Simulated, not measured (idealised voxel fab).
Name of the process module below: voxel ribs on slabs
Pictured: cross-section cut, 155 nm wide, on a grid of 5 nm square cells.
Heads up, the way a cross-section reads in here is a grid of square cells, handed over as bands from the top down, with every band being one or more rows of cells.
It is stipulated that each band's entry specify, in nanometres, the height of the top of the band and then that of its bottom, followed by the materials of the band in left-to-right sequence, each together with its width in nanometres. A single material marked by the word "throughout" is understood to fill the band from edge to edge; the word "air" is understood to denote empty space.
The reference from which all heights are counted is 0, the level beneath which the as-received wafer is entirely one material; the lowest band, having no lower bound, proceeds downward and is written after the example "0..down".
With a width like "30 to 40", each row of cells in the band differs from the next by the same amount, the top row carrying the first number and the bottom row the second.
Where a step carries "no alteration", the cross-section came out of it unchanged, cell for cell.
"Sealed internal cavities": sealed empty spaces, 8 cells or more, no open way to top, listed width x height at distance, with distance from the left edge and width, height and distance in nm.
Heads up: the bit after the settings on a step's line is the simulator's remark on that step.
On any step carrying a mask, the "overlay nm" setting, if present on the step's line, tells how far right of its planned place the mask lay; negative values point to the left.

## The process steps that were planned are listed below
| 1 | op RECEIVE | material Si |
| 2 | op DIRECTIONAL_DEP | material SiO2 | thk nm 20 |
| 3 | op DIRECTIONAL_DEP | material polySi | thk nm 25 |
| 4 | op MASKED_ETCH | tone cover | mask id RIB | width nm 30 | etch materials polySi | depth nm 20 | overlay nm 0 |
| 5 | op DIRECTIONAL_DEP | material aC | thk nm 15 |
| 6 | op PATTERN | tone cover | mask id SLAB | material resist | width nm 60 | thk nm 35 | overlay nm 0 |
| 7 | op DIRECTIONAL_ETCH | etch materials aC | depth nm 15 |
| 8 | op STRIP | etch materials resist |
| 9 | op DIRECTIONAL_ETCH | etch materials polySi | depth nm 5 |
| 10 | op STRIP | etch materials aC |
| 11 | op FILL_DEP | material SiO2 | thk nm 20 |
| 12 | op CMP | height nm 60 |
| 13 | op DIRECTIONAL_DEP | material W | thk nm 10 |
| 14 | op PATTERN | tone cover | mask id HEATER | material resist | width nm 40 | thk nm 15 | overlay nm 0 |
| 15 | op DIRECTIONAL_ETCH | etch materials W | depth nm 10 |
| 16 | op STRIP | etch materials resist |
| 17 | op CONFORMAL_DEP | material SiO2 | thk nm 10 |

## Cross-section of the wafer as it came to us, i.e., already through step 1
0..down: Si throughout
Sealed internal cavities: none

## Cross-section, end of module. Start: as above. Plan: as above. Execution: one mistake
80..70: air=45 | SiO2=60 | air=50
70..60: SiO2=55 | W=40 | SiO2=60
60..25: SiO2 throughout
25..0: polySi throughout
0..down: Si throughout
Sealed internal cavities: none
Which mistake was made when the wafer was run? transposition of steps 2 and 3 relative to the planned sequence
